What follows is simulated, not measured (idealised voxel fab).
The document below concerns the process module designated voxel self aligned contacts.
Pictured: cross-section cut, 195 nm wide, on a grid of 5 nm square cells.
This document writes a cross-section as a grid whose cells are square, and gives it as bands, listed from the top down; one or more rows of cells form a band. Within each band entry, the heights of the top and of the bottom of the band appear first, in that order and in nm; the materials of the band then follow from left to right, each with its corresponding width in nm. The designation "edge to edge" on a single material indicates that it fills the band from edge to edge; the designation "blank" indicates empty space. Counting heights begins at 0, where everything beneath is, in the wafer as received, one material. The lowest band has no bottom; it goes on downwards, as "top 0, no bottom" shows. You'd read "30..40" like this: the band's top row of cells is as wide as the first number, its bottom row is as wide as the second, and going down, every row changes width by the same amount as the row before did. Given "no modifications" for a step, no cell of the cross-section differs between before and after that step. "Voids lacking openings" - sealed voids, min. 8 cells, no opening to top; format: width x height at distance (distance from left edge; nm throughout). Past the settings on a step's line: simulator remark, on that step. overlay nm: where the mask lay relative to plan, measured to the right, on steps with a mask; negatives go left. Each pair below shows a cross-section before one step and the cross-section after it, down to the lowest band that changed. The line under each pair gives the step between them, with its settings. The pairs can come from different runs of this module on the same starting wafer, so a pair continues from the pair above only where its "Snapshot before" says so.
Snapshot before
- top 0, no bottom = Si edge to edge
- Voids lacking openings: none
Resultant Cross-Section
- top 0, bottom -5 = SiO2 edge to edge
- Rest of section, below -5: as before.
- Voids lacking openings: none
Between the two cross-sections shown above, the process step is OXIDIZE [depth nm 5]
Snapshot before: no separate figure, the pair right above already shows it after its step.
Resultant Cross-Section
- top 20, bottom 0 = polySi edge to edge
- Rest of section, below 0: as before.
- Voids lacking openings: none
Between the two cross-sections shown above, the process step is DIRECTIONAL_DEP [material polySi] [thk nm 20]
Snapshot before: no separate figure, the pair right above already shows it after its step.
Resultant Cross-Section
- top 45, bottom 20 = SiN edge to edge
- Rest of section, below 20: as before.
- Voids lacking openings: none
Between the two cross-sections shown above, the process step is DIRECTIONAL_DEP [material SiN] [thk nm 25]
Snapshot before: no separate figure, the pair right above already shows it after its step.
Resultant Cross-Section
- top 45, bottom 20 = blank (45) | SiN (30) | blank (40) | SiN (30) | blank (50)
- Rest of section, below 20: as before.
- Voids lacking openings: none
Between the two cross-sections shown above, the process step is MASKED_ETCH [tone cover] [mask id GATE] [width nm 30] [pitch nm 70] [etch materials SiN] [depth nm 25] [overlay nm 0]
Snapshot before: no separate figure, the pair right above already shows it after its step.
Resultant Cross-Section
- top 45, bottom 20 = blank (45) | SiN (30) | blank (40) | SiN (30) | blank (50)
- top 20, bottom 0 = blank (45) | polySi (30) | blank (40) | polySi (30) | blank (50)
- Rest of section, below 0: as before.
- Voids lacking openings: none
Between the two cross-sections shown above, the process step is MASKED_ETCH [tone cover] [mask id GATE] [width nm 30] [pitch nm 70] [etch materials polySi] [depth nm 20] [overlay nm 0]
Snapshot before: no separate figure, the pair right above already shows it after its step.
Resultant Cross-Section
- top 55, bottom 20 = blank (35) | SiN (50) | blank (20) | SiN (50) | blank (40)
- top 20, bottom 10 = blank (35) | SiN (10) | polySi (30) | SiN (10) | blank (20) | SiN (10) | polySi (30) | SiN (10) | blank (40)
- top 10, bottom 0 = SiN (45) | polySi (30) | SiN (40) | polySi (30) | SiN (50)
- Rest of section, below 0: as before.
- Voids lacking openings: none
Between the two cross-sections shown above, the process step is CONFORMAL_DEP [material SiN] [thk nm 10]
Snapshot before: no separate figure, the pair right above already shows it after its step.
Resultant Cross-Section
- top 45, bottom 20 = blank (35) | SiN (50) | blank (20) | SiN (50) | blank (40)
- top 20, bottom 0 = blank (35) | SiN (10) | polySi (30) | SiN (10) | blank (20) | SiN (10) | polySi (30) | SiN (10) | blank (40)
- Rest of section, below 0: as before.
- Voids lacking openings: none
Between the two cross-sections shown above, the process step is DIRECTIONAL_ETCH [etch materials SiN] [depth nm 10]
Snapshot before: no separate figure, the pair right above already shows it after its step.
Resultant Cross-Section
- top 60, bottom 45 = SiO2 edge to edge
- top 45, bottom 20 = SiO2 (35) | SiN (50) | SiO2 (20) | SiN (50) | SiO2 (40)
- top 20, bottom 0 = SiO2 (35) | SiN (10) | polySi (30) | SiN (10) | SiO2 (20) | SiN (10) | polySi (30) | SiN (10) | SiO2 (40)
- Rest of section, below 0: as before.
- Voids lacking openings: none
Between the two cross-sections shown above, the process step is FILL_DEP [material SiO2] [thk nm 15]
Snapshot before: no separate figure, the pair right above already shows it after its step.
Resultant Cross-Section
- top 50, bottom 45 = SiO2 edge to edge
- Rest of section, below 45: as before.
- Voids lacking openings: none
Between the two cross-sections shown above, the process step is CMP [height nm 50]
Snapshot before: no separate figure, the pair right above already shows it after its step.
Resultant Cross-Section
- top 65, bottom 50 = aC edge to edge
- Rest of section, below 50: as before.
- Voids lacking openings: none
Between the two cross-sections shown above, the process step is DIRECTIONAL_DEP [material aC] [thk nm 15]
Snapshot before: no separate figure, the pair right above already shows it after its step.
Resultant Cross-Section
- top 100, bottom 65 = resist (70) | blank (50) | resist (75)
- Rest of section, below 65: as before.
- Voids lacking openings: none
Between the two cross-sections shown above, the process step is PATTERN [tone open] [mask id CONTACT] [material resist] [width nm 50] [thk nm 35] [overlay nm 0]
Snapshot before: no separate figure, the pair right above already shows it after its step.
Resultant Cross-Section
- top 85, bottom 65 = resist (70) | blank (50) | resist (75)
- top 65, bottom 50 = aC (70) | blank (50) | aC (75)
- Rest of section, below 50: as before.
- Voids lacking openings: none
Between the two cross-sections shown above, the process step is DIRECTIONAL_ETCH [etch materials aC] [depth nm 15]
Snapshot before: no separate figure, the pair right above already shows it after its step.
Resultant Cross-Section
- top 65, bottom 50 = aC (70) | blank (50) | aC (75)
- Rest of section, below 50: as before.
- Voids lacking openings: none
Between the two cross-sections shown above, the process step is STRIP [etch materials resist]
Snapshot before: no separate figure, the pair right above already shows it after its step.
Resultant Cross-Section
- top 65, bottom 50 = aC (70) | blank (50) | aC (75)
- top 50, bottom 45 = SiO2 (70) | blank (50) | SiO2 (75)
- top 45, bottom 20 = SiO2 (35) | SiN (50) | blank (20) | SiN (50) | SiO2 (40)
- top 20, bottom 0 = SiO2 (35) | SiN (10) | polySi (30) | SiN (10) | blank (20) | SiN (10) | polySi (30) | SiN (10) | SiO2 (40)
- top 0, bottom -5 = SiO2 (85) | blank (20) | SiO2 (90)
- Rest of section, below -5: as before.
- Voids lacking openings: none
Between the two cross-sections shown above, the process step is DIRECTIONAL_ETCH [etch materials SiO2] [depth nm 55]
Snapshot before: no separate figure, the pair right above already shows it after its step.
Resultant Cross-Section
- top 50, bottom 45 = SiO2 (70) | blank (50) | SiO2 (75)
- Rest of section, below 45: as before.
- Voids lacking openings: none
Between the two cross-sections shown above, the process step is STRIP [etch materials aC]
Snapshot before: no separate figure, the pair right above already shows it after its step.
Resultant Cross-Section
- top 55, bottom 50 = TiN (75) | blank (40) | TiN (80)
- top 50, bottom 45 = SiO2 (70) | TiN (20) | blank (10) | TiN (20) | SiO2 (75)
- top 45, bottom 20 = SiO2 (35) | SiN (50) | TiN (5) | blank (10) | TiN (5) | SiN (50) | SiO2 (40)
- top 20, bottom 0 = SiO2 (35) | SiN (10) | polySi (30) | SiN (10) | TiN (5) | blank (10) | TiN (5) | SiN (10) | polySi (30) | SiN (10) | SiO2 (40)
- top 0, bottom -5 = SiO2 (85) | TiN (20) | SiO2 (90)
- Rest of section, below -5: as before.
- Voids lacking openings: none
Between the two cross-sections shown above, the process step is CONFORMAL_DEP [material TiN] [thk nm 5]
Snapshot before: no separate figure, the pair right above already shows it after its step.
Resultant Cross-Section
- top 65, bottom 55 = Ru edge to edge
- top 55, bottom 50 = TiN (75) | Ru (40) | TiN (80)
- top 50, bottom 45 = SiO2 (70) | TiN (20) | Ru (10) | TiN (20) | SiO2 (75)
- top 45, bottom 20 = SiO2 (35) | SiN (50) | TiN (5) | Ru (10) | TiN (5) | SiN (50) | SiO2 (40)
- top 20, bottom 0 = SiO2 (35) | SiN (10) | polySi (30) | SiN (10) | TiN (5) | Ru (10) | TiN (5) | SiN (10) | polySi (30) | SiN (10) | SiO2 (40)
- Rest of section, below 0: as before.
- Voids lacking openings: none
Between the two cross-sections shown above, the process step is FILL_DEP [material Ru] [thk nm 10]
Snapshot before: no separate figure, the pair right above already shows it after its step.
Resultant Cross-Section
- top 50, bottom 45 = SiO2 (70) | TiN (20) | Ru (10) | TiN (20) | SiO2 (75)
- Rest of section, below 45: as before.
- Voids lacking openings: none
Between the two cross-sections shown above, the process step is CMP [height nm 50]
Snapshot before: no separate figure, the pair right above already shows it after its step.
Resultant Cross-Section
- top 55, bottom 50 = SiCN edge to edge
- Rest of section, below 50: as before.
- Voids lacking openings: none
Between the two cross-sections shown above, the process step is CONFORMAL_DEP [material SiCN] [thk nm 5]
Snapshot before
- top 65, bottom 55 = Ru edge to edge
- top 55, bottom 50 = TiN (75) | Ru (40) | TiN (80)
- top 50, bottom 45 = SiO2 (70) | TiN (20) | Ru (10) | TiN (20) | SiO2 (75)
- top 45, bottom 20 = SiO2 (35) | SiN (50) | TiN (5) | Ru (10) | TiN (5) | SiN (50) | SiO2 (40)
- top 20, bottom 0 = SiO2 (35) | SiN (10) | polySi (30) | SiN (10) | TiN (5) | Ru (10) | TiN (5) | SiN (10) | polySi (30) | SiN (10) | SiO2 (40)
- top 0, bottom -5 = SiO2 (85) | TiN (20) | SiO2 (90)
- top -5, no bottom = Si edge to edge
- Voids lacking openings: none
Resultant Cross-Section
- top 70, bottom 65 = SiCN edge to edge
- Rest of section, below 65: as before.
- Voids lacking openings: none
Between the two cross-sections shown above, the process step is CONFORMAL_DEP [material SiCN] [thk nm 5]
Snapshot before
- top 20, bottom 0 = polySi edge to edge
- top 0, bottom -5 = SiO2 edge to edge
- top -5, no bottom = Si edge to edge
- Voids lacking openings: none
Resultant Cross-Section
- top 40, bottom 0 = polySi edge to edge
- Rest of section, below 0: as before.
- Voids lacking openings: none
Between the two cross-sections shown above, the process step is DIRECTIONAL_DEP [material polySi] [thk nm 20]
Snapshot before: no separate figure, the pair right above already shows it after its step.
Resultant Cross-Section
- top 65, bottom 40 = SiN edge to edge
- Rest of section, below 40: as before.
- Voids lacking openings: none
Between the two cross-sections shown above, the process step is DIRECTIONAL_DEP [material SiN] [thk nm 25]
Snapshot before: no separate figure, the pair right above already shows it after its step.
Resultant Cross-Section
- top 65, bottom 40 = blank (45) | SiN (30) | blank (40) | SiN (30) | blank (50)
- Rest of section, below 40: as before.
- Voids lacking openings: none
Between the two cross-sections shown above, the process step is MASKED_ETCH [tone cover] [mask id GATE] [width nm 30] [pitch nm 70] [etch materials SiN] [depth nm 25] [overlay nm 0]
Snapshot before: no separate figure, the pair right above already shows it after its step.
Resultant Cross-Section
- top 65, bottom 40 = blank (45) | SiN (30) | blank (40) | SiN (30) | blank (50)
- top 40, bottom 20 = blank (45) | polySi (30) | blank (40) | polySi (30) | blank (50)
- Rest of section, below 20: as before.
- Voids lacking openings: none
Between the two cross-sections shown above, the process step is MASKED_ETCH [tone cover] [mask id GATE] [width nm 30] [pitch nm 70] [etch materials polySi] [depth nm 20] [overlay nm 0]
Snapshot before: no separate figure, the pair right above already shows it after its step.
Resultant Cross-Section
- top 75, bottom 40 = blank (35) | SiN (50) | blank (20) | SiN (50) | blank (40)
- top 40, bottom 30 = blank (35) | SiN (10) | polySi (30) | SiN (10) | blank (20) | SiN (10) | polySi (30) | SiN (10) | blank (40)
- top 30, bottom 20 = SiN (45) | polySi (30) | SiN (40) | polySi (30) | SiN (50)
- Rest of section, below 20: as before.
- Voids lacking openings: none
Between the two cross-sections shown above, the process step is CONFORMAL_DEP [material SiN] [thk nm 10]
Snapshot before: no separate figure, the pair right above already shows it after its step.
Resultant Cross-Section
- top 65, bottom 40 = blank (35) | SiN (50) | blank (20) | SiN (50) | blank (40)
- top 40, bottom 20 = blank (35) | SiN (10) | polySi (30) | SiN (10) | blank (20) | SiN (10) | polySi (30) | SiN (10) | blank (40)
- Rest of section, below 20: as before.
- Voids lacking openings: none
Between the two cross-sections shown above, the process step is DIRECTIONAL_ETCH [etch materials SiN] [depth nm 10]
Snapshot before: no separate figure, the pair right above already shows it after its step.
Resultant Cross-Section
- top 80, bottom 65 = SiO2 edge to edge
- top 65, bottom 40 = SiO2 (35) | SiN (50) | SiO2 (20) | SiN (50) | SiO2 (40)
- top 40, bottom 20 = SiO2 (35) | SiN (10) | polySi (30) | SiN (10) | SiO2 (20) | SiN (10) | polySi (30) | SiN (10) | SiO2 (40)
- Rest of section, below 20: as before.
- Voids lacking openings: none
Between the two cross-sections shown above, the process step is FILL_DEP [material SiO2] [thk nm 15]
Snapshot before: no separate figure, the pair right above already shows it after its step.
Resultant Cross-Section
- top 50, bottom 40 = SiO2 (35) | SiN (50) | SiO2 (20) | SiN (50) | SiO2 (40)
- Rest of section, below 40: as before.
- Voids lacking openings: none
Between the two cross-sections shown above, the process step is CMP [height nm 50]
Snapshot before: no separate figure, the pair right above already shows it after its step.
Resultant Cross-Section
- top 65, bottom 50 = aC edge to edge
- Rest of section, below 50: as before.
- Voids lacking openings: none
Between the two cross-sections shown above, the process step is DIRECTIONAL_DEP [material aC] [thk nm 15]
Snapshot before: no separate figure, the pair right above already shows it after its step.
Resultant Cross-Section
- top 100, bottom 65 = resist (70) | blank (50) | resist (75)
- Rest of section, below 65: as before.
- Voids lacking openings: none
Between the two cross-sections shown above, the process step is PATTERN [tone open] [mask id CONTACT] [material resist] [width nm 50] [thk nm 35] [overlay nm 0]
Snapshot before: no separate figure, the pair right above already shows it after its step.
Resultant Cross-Section
- top 85, bottom 65 = resist (70) | blank (50) | resist (75)
- top 65, bottom 50 = aC (70) | blank (50) | aC (75)
- Rest of section, below 50: as before.
- Voids lacking openings: none
Between the two cross-sections shown above, the process step is DIRECTIONAL_ETCH [etch materials aC] [depth nm 15]
Snapshot before: no separate figure, the pair right above already shows it after its step.
Resultant Cross-Section
- top 65, bottom 50 = aC (70) | blank (50) | aC (75)
- Rest of section, below 50: as before.
- Voids lacking openings: none
Between the two cross-sections shown above, the process step is STRIP [etch materials resist]
Snapshot before: no separate figure, the pair right above already shows it after its step.
Resultant Cross-Section
- top 65, bottom 50 = aC (70) | blank (50) | aC (75)
- top 50, bottom 40 = SiO2 (35) | SiN (50) | blank (20) | SiN (50) | SiO2 (40)
- top 40, bottom 20 = SiO2 (35) | SiN (10) | polySi (30) | SiN (10) | blank (20) | SiN (10) | polySi (30) | SiN (10) | SiO2 (40)
- Rest of section, below 20: as before.
- Voids lacking openings: none
Between the two cross-sections shown above, the process step is DIRECTIONAL_ETCH [etch materials SiO2] [depth nm 55]
Snapshot before: no separate figure, the pair right above already shows it after its step.
Resultant Cross-Section
- top 50, bottom 40 = SiO2 (35) | SiN (50) | blank (20) | SiN (50) | SiO2 (40)
- Rest of section, below 40: as before.
- Voids lacking openings: none
Between the two cross-sections shown above, the process step is STRIP [etch materials aC]
Snapshot before: no separate figure, the pair right above already shows it after its step.
Resultant Cross-Section
- top 55, bottom 50 = TiN (90) | blank (10) | TiN (95)
- top 50, bottom 40 = SiO2 (35) | SiN (50) | TiN (5) | blank (10) | TiN (5) | SiN (50) | SiO2 (40)
- top 40, bottom 25 = SiO2 (35) | SiN (10) | polySi (30) | SiN (10) | TiN (5) | blank (10) | TiN (5) | SiN (10) | polySi (30) | SiN (10) | SiO2 (40)
- top 25, bottom 20 = SiO2 (35) | SiN (10) | polySi (30) | SiN (10) | TiN (20) | SiN (10) | polySi (30) | SiN (10) | SiO2 (40)
- Rest of section, below 20: as before.
- Voids lacking openings: none
Between the two cross-sections shown above, the process step is CONFORMAL_DEP [material TiN] [thk nm 5]
Snapshot before: no separate figure, the pair right above already shows it after its step.
Resultant Cross-Section
- top 65, bottom 55 = Ru edge to edge
- top 55, bottom 50 = TiN (90) | Ru (10) | TiN (95)
- top 50, bottom 40 = SiO2 (35) | SiN (50) | TiN (5) | Ru (10) | TiN (5) | SiN (50) | SiO2 (40)
- top 40, bottom 25 = SiO2 (35) | SiN (10) | polySi (30) | SiN (10) | TiN (5) | Ru (10) | TiN (5) | SiN (10) | polySi (30) | SiN (10) | SiO2 (40)
- Rest of section, below 25: as before.
- Voids lacking openings: none
Between the two cross-sections shown above, the process step is FILL_DEP [material Ru] [thk nm 10]
Snapshot before: no separate figure, the pair right above already shows it after its step.
Resultant Cross-Section
- top 50, bottom 40 = SiO2 (35) | SiN (50) | TiN (5) | Ru (10) | TiN (5) | SiN (50) | SiO2 (40)
- Rest of section, below 40: as before.
- Voids lacking openings: none
Between the two cross-sections shown above, the process step is CMP [height nm 50]
Snapshot before: no separate figure, the pair right above already shows it after its step.
Resultant Cross-Section
- top 55, bottom 50 = SiCN edge to edge
- Rest of section, below 50: as before.
- Voids lacking openings: none
Between the two cross-sections shown above, the process step is CONFORMAL_DEP [material SiCN] [thk nm 5]
Snapshot before
- top 45, bottom 20 = blank (45) | SiN (30) | blank (40) | SiN (30) | blank (50)
- top 20, bottom 0 = blank (45) | polySi (30) | blank (40) | polySi (30) | blank (50)
- top 0, bottom -5 = SiO2 edge to edge
- top -5, no bottom = Si edge to edge
- Voids lacking openings: none
Resultant Cross-Section
- top 35, bottom 20 = blank (45) | SiN (30) | blank (40) | SiN (30) | blank (50)
- Rest of section, below 20: as before.
- Voids lacking openings: none
Between the two cross-sections shown above, the process step is DIRECTIONAL_ETCH [etch materials SiN] [depth nm 10]
Snapshot before: no separate figure, the pair right above already shows it after its step.
Resultant Cross-Section
- top 45, bottom 20 = blank (35) | SiN (50) | blank (20) | SiN (50) | blank (40)
- top 20, bottom 10 = blank (35) | SiN (10) | polySi (30) | SiN (10) | blank (20) | SiN (10) | polySi (30) | SiN (10) | blank (40)
- top 10, bottom 0 = SiN (45) | polySi (30) | SiN (40) | polySi (30) | SiN (50)
- Rest of section, below 0: as before.
- Voids lacking openings: none
Between the two cross-sections shown above, the process step is CONFORMAL_DEP [material SiN] [thk nm 10]
Snapshot before: no separate figure, the pair right above already shows it after its step.
Resultant Cross-Section
- top 60, bottom 45 = SiO2 edge to edge
- top 45, bottom 20 = SiO2 (35) | SiN (50) | SiO2 (20) | SiN (50) | SiO2 (40)
- top 20, bottom 10 = SiO2 (35) | SiN (10) | polySi (30) | SiN (10) | SiO2 (20) | SiN (10) | polySi (30) | SiN (10) | SiO2 (40)
- Rest of section, below 10: as before.
- Voids lacking openings: none
Between the two cross-sections shown above, the process step is FILL_DEP [material SiO2] [thk nm 15]
Snapshot before: no separate figure, the pair right above already shows it after its step.
Resultant Cross-Section
- top 50, bottom 45 = SiO2 edge to edge
- Rest of section, below 45: as before.
- Voids lacking openings: none
Between the two cross-sections shown above, the process step is CMP [height nm 50]
Snapshot before: no separate figure, the pair right above already shows it after its step.
Resultant Cross-Section
- top 65, bottom 50 = aC edge to edge
- Rest of section, below 50: as before.
- Voids lacking openings: none
Between the two cross-sections shown above, the process step is DIRECTIONAL_DEP [material aC] [thk nm 15]
Snapshot before: no separate figure, the pair right above already shows it after its step.
Resultant Cross-Section
- top 100, bottom 65 = resist (70) | blank (50) | resist (75)
- Rest of section, below 65: as before.
- Voids lacking openings: none
Between the two cross-sections shown above, the process step is PATTERN [tone open] [mask id CONTACT] [material resist] [width nm 50] [thk nm 35] [overlay nm 0]
Snapshot before: no separate figure, the pair right above already shows it after its step.
Resultant Cross-Section
- top 85, bottom 65 = resist (70) | blank (50) | resist (75)
- top 65, bottom 50 = aC (70) | blank (50) | aC (75)
- Rest of section, below 50: as before.
- Voids lacking openings: none
Between the two cross-sections shown above, the process step is DIRECTIONAL_ETCH [etch materials aC] [depth nm 15]
Snapshot before: no separate figure, the pair right above already shows it after its step.
Resultant Cross-Section
- top 65, bottom 50 = aC (70) | blank (50) | aC (75)
- Rest of section, below 50: as before.
- Voids lacking openings: none
Between the two cross-sections shown above, the process step is STRIP [etch materials resist]
Snapshot before: no separate figure, the pair right above already shows it after its step.
Resultant Cross-Section
- top 65, bottom 50 = aC (70) | blank (50) | aC (75)
- top 50, bottom 45 = SiO2 (70) | blank (50) | SiO2 (75)
- top 45, bottom 20 = SiO2 (35) | SiN (50) | blank (20) | SiN (50) | SiO2 (40)
- top 20, bottom 10 = SiO2 (35) | SiN (10) | polySi (30) | SiN (10) | blank (20) | SiN (10) | polySi (30) | SiN (10) | SiO2 (40)
- Rest of section, below 10: as before.
- Voids lacking openings: none
Between the two cross-sections shown above, the process step is DIRECTIONAL_ETCH [etch materials SiO2] [depth nm 55]
Snapshot before: no separate figure, the pair right above already shows it after its step.
Resultant Cross-Section
- top 50, bottom 45 = SiO2 (70) | blank (50) | SiO2 (75)
- Rest of section, below 45: as before.
- Voids lacking openings: none
Between the two cross-sections shown above, the process step is STRIP [etch materials aC]
Snapshot before: no separate figure, the pair right above already shows it after its step.
Resultant Cross-Section
- top 55, bottom 50 = TiN (75) | blank (40) | TiN (80)
- top 50, bottom 45 = SiO2 (70) | TiN (20) | blank (10) | TiN (20) | SiO2 (75)
- top 45, bottom 20 = SiO2 (35) | SiN (50) | TiN (5) | blank (10) | TiN (5) | SiN (50) | SiO2 (40)
- top 20, bottom 15 = SiO2 (35) | SiN (10) | polySi (30) | SiN (10) | TiN (5) | blank (10) | TiN (5) | SiN (10) | polySi (30) | SiN (10) | SiO2 (40)
- top 15, bottom 10 = SiO2 (35) | SiN (10) | polySi (30) | SiN (10) | TiN (20) | SiN (10) | polySi (30) | SiN (10) | SiO2 (40)
- Rest of section, below 10: as before.
- Voids lacking openings: none
Between the two cross-sections shown above, the process step is CONFORMAL_DEP [material TiN] [thk nm 5]
Snapshot before: no separate figure, the pair right above already shows it after its step.
Resultant Cross-Section
- top 65, bottom 55 = Ru edge to edge
- top 55, bottom 50 = TiN (75) | Ru (40) | TiN (80)
- top 50, bottom 45 = SiO2 (70) | TiN (20) | Ru (10) | TiN (20) | SiO2 (75)
- top 45, bottom 20 = SiO2 (35) | SiN (50) | TiN (5) | Ru (10) | TiN (5) | SiN (50) | SiO2 (40)
- top 20, bottom 15 = SiO2 (35) | SiN (10) | polySi (30) | SiN (10) | TiN (5) | Ru (10) | TiN (5) | SiN (10) | polySi (30) | SiN (10) | SiO2 (40)
- Rest of section, below 15: as before.
- Voids lacking openings: none
Between the two cross-sections shown above, the process step is FILL_DEP [material Ru] [thk nm 10]
Snapshot before: no separate figure, the pair right above already shows it after its step.
Resultant Cross-Section
- top 50, bottom 45 = SiO2 (70) | TiN (20) | Ru (10) | TiN (20) | SiO2 (75)
- Rest of section, below 45: as before.
- Voids lacking openings: none
Between the two cross-sections shown above, the process step is CMP [height nm 50]
Snapshot before: no separate figure, the pair right above already shows it after its step.
Resultant Cross-Section
- top 55, bottom 50 = SiCN edge to edge
- Rest of section, below 50: as before.
- Voids lacking openings: none
Between the two cross-sections shown above, the process step is CONFORMAL_DEP [material SiCN] [thk nm 5]
Snapshot before
- top 45, bottom 20 = blank (45) | SiN (30) | blank (40) | SiN (30) | blank (50)
- top 20, bottom 0 = blank (45) | polySi (30) | blank (40) | polySi (30) | blank (50)
- top 0, bottom -5 = SiO2 edge to edge
- top -5, no bottom = Si edge to edge
- Voids lacking openings: none
Resultant Cross-Section
- top 60, bottom 20 = blank (30) | SiN (60) | blank (10) | SiN (60) | blank (35)
- top 20, bottom 15 = blank (30) | SiN (15) | polySi (30) | SiN (15) | blank (10) | SiN (15) | polySi (30) | SiN (15) | blank (35)
- top 15, bottom 0 = SiN (45) | polySi (30) | SiN (40) | polySi (30) | SiN (50)
- Rest of section, below 0: as before.
- Voids lacking openings: none
Between the two cross-sections shown above, the process step is CONFORMAL_DEP [material SiN] [thk nm 15]
Snapshot before: no separate figure, the pair right above already shows it after its step.
Resultant Cross-Section
- top 50, bottom 20 = blank (30) | SiN (60) | blank (10) | SiN (60) | blank (35)
- top 20, bottom 5 = blank (30) | SiN (15) | polySi (30) | SiN (15) | blank (10) | SiN (15) | polySi (30) | SiN (15) | blank (35)
- Rest of section, below 5: as before.
- Voids lacking openings: none
Between the two cross-sections shown above, the process step is DIRECTIONAL_ETCH [etch materials SiN] [depth nm 10]
Snapshot before: no separate figure, the pair right above already shows it after its step.
Resultant Cross-Section
- top 65, bottom 50 = SiO2 edge to edge
- top 50, bottom 20 = SiO2 (30) | SiN (60) | SiO2 (10) | SiN (60) | SiO2 (35)
- top 20, bottom 5 = SiO2 (30) | SiN (15) | polySi (30) | SiN (15) | SiO2 (10) | SiN (15) | polySi (30) | SiN (15) | SiO2 (35)
- Rest of section, below 5: as before.
- Voids lacking openings: none
Between the two cross-sections shown above, the process step is FILL_DEP [material SiO2] [thk nm 15]
Snapshot before: no separate figure, the pair right above already shows it after its step.
Resultant Cross-Section
- top 50, bottom 20 = SiO2 (30) | SiN (60) | SiO2 (10) | SiN (60) | SiO2 (35)
- Rest of section, below 20: as before.
- Voids lacking openings: none
Between the two cross-sections shown above, the process step is CMP [height nm 50]
Snapshot before: no separate figure, the pair right above already shows it after its step.
Resultant Cross-Section
- top 65, bottom 50 = aC edge to edge
- Rest of section, below 50: as before.
- Voids lacking openings: none
Between the two cross-sections shown above, the process step is DIRECTIONAL_DEP [material aC] [thk nm 15]
Snapshot before: no separate figure, the pair right above already shows it after its step.
Resultant Cross-Section
- top 100, bottom 65 = resist (70) | blank (50) | resist (75)
- Rest of section, below 65: as before.
- Voids lacking openings: none
Between the two cross-sections shown above, the process step is PATTERN [tone open] [mask id CONTACT] [material resist] [width nm 50] [thk nm 35] [overlay nm 0]
Snapshot before: no separate figure, the pair right above already shows it after its step.
Resultant Cross-Section
- top 85, bottom 65 = resist (70) | blank (50) | resist (75)
- top 65, bottom 50 = aC (70) | blank (50) | aC (75)
- Rest of section, below 50: as before.
- Voids lacking openings: none
Between the two cross-sections shown above, the process step is DIRECTIONAL_ETCH [etch materials aC] [depth nm 15]
Snapshot before: no separate figure, the pair right above already shows it after its step.
Resultant Cross-Section
- top 65, bottom 50 = aC (70) | blank (50) | aC (75)
- Rest of section, below 50: as before.
- Voids lacking openings: none
Between the two cross-sections shown above, the process step is STRIP [etch materials resist]
Snapshot before: no separate figure, the pair right above already shows it after its step.
Resultant Cross-Section
- top 65, bottom 50 = aC (70) | blank (50) | aC (75)
- top 50, bottom 20 = SiO2 (30) | SiN (60) | blank (10) | SiN (60) | SiO2 (35)
- top 20, bottom 5 = SiO2 (30) | SiN (15) | polySi (30) | SiN (15) | blank (10) | SiN (15) | polySi (30) | SiN (15) | SiO2 (35)
- Rest of section, below 5: as before.
- Voids lacking openings: none
Between the two cross-sections shown above, the process step is DIRECTIONAL_ETCH [etch materials SiO2] [depth nm 55]
Snapshot before: no separate figure, the pair right above already shows it after its step.
Resultant Cross-Section
- top 50, bottom 20 = SiO2 (30) | SiN (60) | blank (10) | SiN (60) | SiO2 (35)
- Rest of section, below 20: as before.
- Voids lacking openings: none
Between the two cross-sections shown above, the process step is STRIP [etch materials aC]
Snapshot before: no separate figure, the pair right above already shows it after its step.
Resultant Cross-Section
- top 55, bottom 50 = TiN edge to edge
- top 50, bottom 20 = SiO2 (30) | SiN (60) | TiN (10) | SiN (60) | SiO2 (35)
- top 20, bottom 5 = SiO2 (30) | SiN (15) | polySi (30) | SiN (15) | TiN (10) | SiN (15) | polySi (30) | SiN (15) | SiO2 (35)
- Rest of section, below 5: as before.
- Voids lacking openings: none
Between the two cross-sections shown above, the process step is CONFORMAL_DEP [material TiN] [thk nm 5]
Snapshot before: no separate figure, the pair right above already shows it after its step.
Resultant Cross-Section
- top 65, bottom 55 = Ru edge to edge
- Rest of section, below 55: as before.
- Voids lacking openings: none
Between the two cross-sections shown above, the process step is FILL_DEP [material Ru] [thk nm 10]
Snapshot before: no separate figure, the pair right above already shows it after its step.
Resultant Cross-Section
- top 50, bottom 20 = SiO2 (30) | SiN (60) | TiN (10) | SiN (60) | SiO2 (35)
- Rest of section, below 20: as before.
- Voids lacking openings: none
Between the two cross-sections shown above, the process step is CMP [height nm 50]
Snapshot before: no separate figure, the pair right above already shows it after its step.
Resultant Cross-Section
- top 55, bottom 50 = SiCN edge to edge
- Rest of section, below 50: as before.
- Voids lacking openings: none
Between the two cross-sections shown above, the process step is CONFORMAL_DEP [material SiCN] [thk nm 5]
Snapshot before
- top 65, bottom 50 = aC edge to edge
- top 50, bottom 45 = SiO2 edge to edge
- top 45, bottom 20 = SiO2 (35) | SiN (50) | SiO2 (20) | SiN (50) | SiO2 (40)
- top 20, bottom 0 = SiO2 (35) | SiN (10) | polySi (30) | SiN (10) | SiO2 (20) | SiN (10) | polySi (30) | SiN (10) | SiO2 (40)
- top 0, bottom -5 = SiO2 edge to edge
- top -5, no bottom = Si edge to edge
- Voids lacking openings: none
Resultant Cross-Section
- top 100, bottom 65 = resist (75) | blank (40) | resist (80)
- Rest of section, below 65: as before.
- Voids lacking openings: none
Between the two cross-sections shown above, the process step is PATTERN [tone open] [mask id CONTACT] [material resist] [width nm 40] [thk nm 35] [overlay nm 0]
Snapshot before: no separate figure, the pair right above already shows it after its step.
Resultant Cross-Section
- top 85, bottom 65 = resist (75) | blank (40) | resist (80)
- top 65, bottom 50 = aC (75) | blank (40) | aC (80)
- Rest of section, below 50: as before.
- Voids lacking openings: none
Between the two cross-sections shown above, the process step is DIRECTIONAL_ETCH [etch materials aC] [depth nm 15]
Snapshot before: no separate figure, the pair right above already shows it after its step.
Resultant Cross-Section
- top 65, bottom 50 = aC (75) | blank (40) | aC (80)
- Rest of section, below 50: as before.
- Voids lacking openings: none
Between the two cross-sections shown above, the process step is STRIP [etch materials resist]
Snapshot before: no separate figure, the pair right above already shows it after its step.
Resultant Cross-Section
- top 65, bottom 50 = aC (75) | blank (40) | aC (80)
- top 50, bottom 45 = SiO2 (75) | blank (40) | SiO2 (80)
- top 45, bottom 20 = SiO2 (35) | SiN (50) | blank (20) | SiN (50) | SiO2 (40)
- top 20, bottom 0 = SiO2 (35) | SiN (10) | polySi (30) | SiN (10) | blank (20) | SiN (10) | polySi (30) | SiN (10) | SiO2 (40)
- top 0, bottom -5 = SiO2 (85) | blank (20) | SiO2 (90)
- Rest of section, below -5: as before.
- Voids lacking openings: none
Between the two cross-sections shown above, the process step is DIRECTIONAL_ETCH [etch materials SiO2] [depth nm 55]
